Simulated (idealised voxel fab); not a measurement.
This is a process module. Its name is voxel lift off.
In the cross-section labelled cut, the width is 275 nm and each square cell is 5 nm.
Just so we're on the same page, the cross-sections are grids of square cells, and they're listed out in bands top to bottom, each band one or more rows deep. It is stipulated that each band's entry specify, in nanometres, the height of the top of the band and then that of its bottom, followed by the materials of the band in left-to-right sequence, each together with its width in nanometres. A single material marked by the word "all across" is understood to fill the band from edge to edge; the word "air" is understood to denote empty space. Height datum 0, below which the as-received substrate wafer is one material. Lowest band open at the bottom, running downward: "0 down". Top row gets the first number, bottom row gets the second, and each row in between changes by the same step: that is how a band width like "30 to 40" works. Given "no alteration" for a step, no cell of the cross-section differs between before and after that step. Reported under the label "Fully sealed voids" are the empty spaces having no open way to the top and comprising 8 cells or more; the notation for each is width x height at distance, in which the distance is measured from the left edge and all three values are in nm. Past the settings on a step's line: simulator remark, on that step. When a step includes a mask, the "overlay nm" setting on its line states how far to the right of its planned place that mask lay, and negative values state how far to the left.

### plan
1: RECEIVE with material Si
2: CONFORMAL_DEP with material Al2O3, thk nm 15
3: PATTERN with tone open, mask id LINES, material resist, width nm 20, pitch nm 45, thk nm 25, overlay nm 0
4: DIRECTIONAL_DEP with material Ru, thk nm 10
5: STRIP with etch materials resist
6: CONFORMAL_DEP with material SiN, thk nm 10
Where the wafers of this document differ is in the width nm of step 3; they start out the same, and the plan states the value that applied to the first wafer.

### The first of several wafers in cross-section, exactly as it reached us after step 1
- 0 down: Si all across
- Fully sealed voids: none

### Where each wafer stands at the end of the module, a row apiece: cells of each material gained (+) or lost (-) since it was received, then closed voids
width nm 20 | +165 Al2O3 | +24 Ru | +134 SiN | Fully sealed voids: none
width nm 25 | +165 Al2O3 | +30 Ru | +134 SiN | Fully sealed voids: none
width nm 30 | +165 Al2O3 | +36 Ru | +130 SiN | Fully sealed voids: none
